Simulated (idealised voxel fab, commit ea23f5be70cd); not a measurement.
Process module name: voxel trench capacitor
The figure presents cross-section cut, which has a width of 185 nm and is divided into square cells with an edge length of 5 nm.
Just so we're on the same page, the cross-sections are grids of square cells, and they're listed out in bands top to bottom, each band one or more rows deep. What a band's entry tells you: where the top is and where the bottom is, as heights in nm, and after that what lies inside, material by material from left to right, each with its width in nm. Empty space is written as the word "air", and a single material marked with the word "full width" occupies the band from edge to edge. Heights from 0 (as-received wafer is one material below). Bottom band endless downward, as "0 and below". So if you see something like "30->40" for the width, read it as the top row of the band sitting at the first number and the bottom row at the second, with every row in between moving by the same amount as the last. No cell of the cross-section changed in a step that is given as "no change". Empty spaces counting at least 8 cells and having no open way to the top are listed in "Sealed internal voids". The notation width x height at distance is used for each, the distance being from the left edge and all three values in nm. Past the settings on a step's line: simulator remark, on that step. overlay nm: mask offset rightward from planned place, masked step; negative means leftward offset.

**So here's the lineup of process steps we planned**
1,RECEIVE [material Si]
2,CONFORMAL_DEP [material SiN] [thk nm 5]
3,PATTERN [tone open] [mask id TRENCH] [material resist] [width nm 30] [pitch nm 50] [thk nm 20] [overlay nm 0]
4,DIRECTIONAL_ETCH [etch materials SiN] [depth nm 5]
5,DIRECTIONAL_ETCH [etch materials Si] [depth nm 25]
6,STRIP [etch materials resist]
7,CONFORMAL_DEP [material Al2O3] [thk nm 5]
8,CONFORMAL_DEP [material TiN] [thk nm 5]
9,FILL_DEP [material W] [thk nm 10]
10,CMP [height nm 5]

**The first of a set of two wafers, run to plan**

**Here's what the wafer looked like in cross-section when it arrived - that's after step 1**
- 0 and below | Si full width
- Sealed internal voids: none

**The wafer, seen in cross-section, after step 2**
- 5 down to 0 | SiN full width
- Under 0: no change, same as before.

**The wafer, seen in cross-section, after step 3**
- 25 down to 5 | 25 of resist / 30 of air / 20 of resist / 30 of air / 20 of resist / 30 of air / 30 of resist
- Under 5: no change, same as before.

**The wafer, seen in cross-section, after step 4**
- 25 down to 5 | 25 of resist / 30 of air / 20 of resist / 30 of air / 20 of resist / 30 of air / 30 of resist
- 5 down to 0 | 25 of SiN / 30 of air / 20 of SiN / 30 of air / 20 of SiN / 30 of air / 30 of SiN
- Under 0: no change, same as before.

**The wafer, seen in cross-section, after step 5**
- 25 down to 5 | 25 of resist / 30 of air / 20 of resist / 30 of air / 20 of resist / 30 of air / 30 of resist
- 5 down to 0 | 25 of SiN / 30 of air / 20 of SiN / 30 of air / 20 of SiN / 30 of air / 30 of SiN
- 0 down to -25 | 25 of Si / 30 of air / 20 of Si / 30 of air / 20 of Si / 30 of air / 30 of Si
- Under -25: no change, same as before.

**The wafer, seen in cross-section, after step 6**
- 5 down to 0 | 25 of SiN / 30 of air / 20 of SiN / 30 of air / 20 of SiN / 30 of air / 30 of SiN
- Under 0: no change, same as before.

**The wafer, seen in cross-section, after step 7**
- 10 down to 5 | 30 of Al2O3 / 20 of air / 30 of Al2O3 / 20 of air / 30 of Al2O3 / 20 of air / 35 of Al2O3
- 5 down to 0 | 25 of SiN / 5 of Al2O3 / 20 of air / 5 of Al2O3 / 20 of SiN / 5 of Al2O3 / 20 of air / 5 of Al2O3 / 20 of SiN / 5 of Al2O3 / 20 of air / 5 of Al2O3 / 30 of SiN
- 0 down to -20 | 25 of Si / 5 of Al2O3 / 20 of air / 5 of Al2O3 / 20 of Si / 5 of Al2O3 / 20 of air / 5 of Al2O3 / 20 of Si / 5 of Al2O3 / 20 of air / 5 of Al2O3 / 30 of Si
- -20 down to -25 | 25 of Si / 30 of Al2O3 / 20 of Si / 30 of Al2O3 / 20 of Si / 30 of Al2O3 / 30 of Si
- Under -25: no change, same as before.

**The wafer, seen in cross-section, after step 8**
- 15 down to 10 | 35 of TiN / 10 of air / 40 of TiN / 10 of air / 40 of TiN / 10 of air / 40 of TiN
- 10 down to 5 | 30 of Al2O3 / 5 of TiN / 10 of air / 5 of TiN / 30 of Al2O3 / 5 of TiN / 10 of air / 5 of TiN / 30 of Al2O3 / 5 of TiN / 10 of air / 5 of TiN / 35 of Al2O3
- 5 down to 0 | 25 of SiN / 5 of Al2O3 / 5 of TiN / 10 of air / 5 of TiN / 5 of Al2O3 / 20 of SiN / 5 of Al2O3 / 5 of TiN / 10 of air / 5 of TiN / 5 of Al2O3 / 20 of SiN / 5 of Al2O3 / 5 of TiN / 10 of air / 5 of TiN / 5 of Al2O3 / 30 of SiN
- 0 down to -15 | 25 of Si / 5 of Al2O3 / 5 of TiN / 10 of air / 5 of TiN / 5 of Al2O3 / 20 of Si / 5 of Al2O3 / 5 of TiN / 10 of air / 5 of TiN / 5 of Al2O3 / 20 of Si / 5 of Al2O3 / 5 of TiN / 10 of air / 5 of TiN / 5 of Al2O3 / 30 of Si
- -15 down to -20 | 25 of Si / 5 of Al2O3 / 20 of TiN / 5 of Al2O3 / 20 of Si / 5 of Al2O3 / 20 of TiN / 5 of Al2O3 / 20 of Si / 5 of Al2O3 / 20 of TiN / 5 of Al2O3 / 30 of Si
- Under -20: no change, same as before.

**The wafer, seen in cross-section, after step 9**
- 25 down to 15 | W full width
- 15 down to 10 | 35 of TiN / 10 of W / 40 of TiN / 10 of W / 40 of TiN / 10 of W / 40 of TiN
- 10 down to 5 | 30 of Al2O3 / 5 of TiN / 10 of W / 5 of TiN / 30 of Al2O3 / 5 of TiN / 10 of W / 5 of TiN / 30 of Al2O3 / 5 of TiN / 10 of W / 5 of TiN / 35 of Al2O3
- 5 down to 0 | 25 of SiN / 5 of Al2O3 / 5 of TiN / 10 of W / 5 of TiN / 5 of Al2O3 / 20 of SiN / 5 of Al2O3 / 5 of TiN / 10 of W / 5 of TiN / 5 of Al2O3 / 20 of SiN / 5 of Al2O3 / 5 of TiN / 10 of W / 5 of TiN / 5 of Al2O3 / 30 of SiN
- 0 down to -15 | 25 of Si / 5 of Al2O3 / 5 of TiN / 10 of W / 5 of TiN / 5 of Al2O3 / 20 of Si / 5 of Al2O3 / 5 of TiN / 10 of W / 5 of TiN / 5 of Al2O3 / 20 of Si / 5 of Al2O3 / 5 of TiN / 10 of W / 5 of TiN / 5 of Al2O3 / 30 of Si
- Under -15: no change, same as before.

**The wafer, seen in cross-section, after step 10**
- 5 down to 0 | 25 of SiN / 5 of Al2O3 / 5 of TiN / 10 of W / 5 of TiN / 5 of Al2O3 / 20 of SiN / 5 of Al2O3 / 5 of TiN / 10 of W / 5 of TiN / 5 of Al2O3 / 20 of SiN / 5 of Al2O3 / 5 of TiN / 10 of W / 5 of TiN / 5 of Al2O3 / 30 of SiN
- Under 0: no change, same as before.

**Wafer two. Identical start, identical plan. One mistake in execution. Identical history through step 2**

**Cross-section of the second wafer when, according to plan, step 3 should have finished**
- 25 down to 5 | 30 of resist / 20 of air / 30 of resist / 20 of air / 30 of resist / 20 of air / 35 of resist
- Under 5: no change, same as before.

**Cross-section of the second wafer when, according to plan, step 4 should have finished**
- 25 down to 5 | 30 of resist / 20 of air / 30 of resist / 20 of air / 30 of resist / 20 of air / 35 of resist
- 5 down to 0 | 30 of SiN / 20 of air / 30 of SiN / 20 of air / 30 of SiN / 20 of air / 35 of SiN
- Under 0: no change, same as before.

**Cross-section of the second wafer when, according to plan, step 5 should have finished**
- 25 down to 5 | 30 of resist / 20 of air / 30 of resist / 20 of air / 30 of resist / 20 of air / 35 of resist
- 5 down to 0 | 30 of SiN / 20 of air / 30 of SiN / 20 of air / 30 of SiN / 20 of air / 35 of SiN
- 0 down to -25 | 30 of Si / 20 of air / 30 of Si / 20 of air / 30 of Si / 20 of air / 35 of Si
- Under -25: no change, same as before.

**Cross-section of the second wafer when, according to plan, step 6 should have finished**
- 5 down to 0 | 30 of SiN / 20 of air / 30 of SiN / 20 of air / 30 of SiN / 20 of air / 35 of SiN
- Under 0: no change, same as before.

**Cross-section of the second wafer when, according to plan, step 7 should have finished**
- 10 down to 5 | 35 of Al2O3 / 10 of air / 40 of Al2O3 / 10 of air / 40 of Al2O3 / 10 of air / 40 of Al2O3
- 5 down to 0 | 30 of SiN / 5 of Al2O3 / 10 of air / 5 of Al2O3 / 30 of SiN / 5 of Al2O3 / 10 of air / 5 of Al2O3 / 30 of SiN / 5 of Al2O3 / 10 of air / 5 of Al2O3 / 35 of SiN
- 0 down to -20 | 30 of Si / 5 of Al2O3 / 10 of air / 5 of Al2O3 / 30 of Si / 5 of Al2O3 / 10 of air / 5 of Al2O3 / 30 of Si / 5 of Al2O3 / 10 of air / 5 of Al2O3 / 35 of Si
- -20 down to -25 | 30 of Si / 20 of Al2O3 / 30 of Si / 20 of Al2O3 / 30 of Si / 20 of Al2O3 / 35 of Si
- Under -25: no change, same as before.

**Cross-section of the second wafer when, according to plan, step 8 should have finished**
- 15 down to 10 | TiN full width
- 10 down to 5 | 35 of Al2O3 / 10 of TiN / 40 of Al2O3 / 10 of TiN / 40 of Al2O3 / 10 of TiN / 40 of Al2O3
- 5 down to 0 | 30 of SiN / 5 of Al2O3 / 10 of TiN / 5 of Al2O3 / 30 of SiN / 5 of Al2O3 / 10 of TiN / 5 of Al2O3 / 30 of SiN / 5 of Al2O3 / 10 of TiN / 5 of Al2O3 / 35 of SiN
- 0 down to -20 | 30 of Si / 5 of Al2O3 / 10 of TiN / 5 of Al2O3 / 30 of Si / 5 of Al2O3 / 10 of TiN / 5 of Al2O3 / 30 of Si / 5 of Al2O3 / 10 of TiN / 5 of Al2O3 / 35 of Si
- Under -20: no change, same as before.

**Cross-section of the second wafer when, according to plan, step 9 should have finished**
- 25 down to 15 | W full width
- Under 15: no change, same as before.

**Cross-section of the second wafer when, according to plan, step 10 should have finished**
- 5 down to 0 | 30 of SiN / 5 of Al2O3 / 10 of TiN / 5 of Al2O3 / 30 of SiN / 5 of Al2O3 / 10 of TiN / 5 of Al2O3 / 30 of SiN / 5 of Al2O3 / 10 of TiN / 5 of Al2O3 / 35 of SiN
- Under 0: no change, same as before.
Against the plan, the run slipped here: step 3: run off-plan, actual operation and settings PATTERN [tone open] [mask id TRENCH] [material resist] [width nm 20] [pitch nm 50] [thk nm 20] [overlay nm 0]
The second wafer ends with more or fewer cells of some materials than the first, per final count: 6 fewer of Al2O3 | 30 more of Si | 6 more of SiN | 6 fewer of TiN | 24 fewer of W
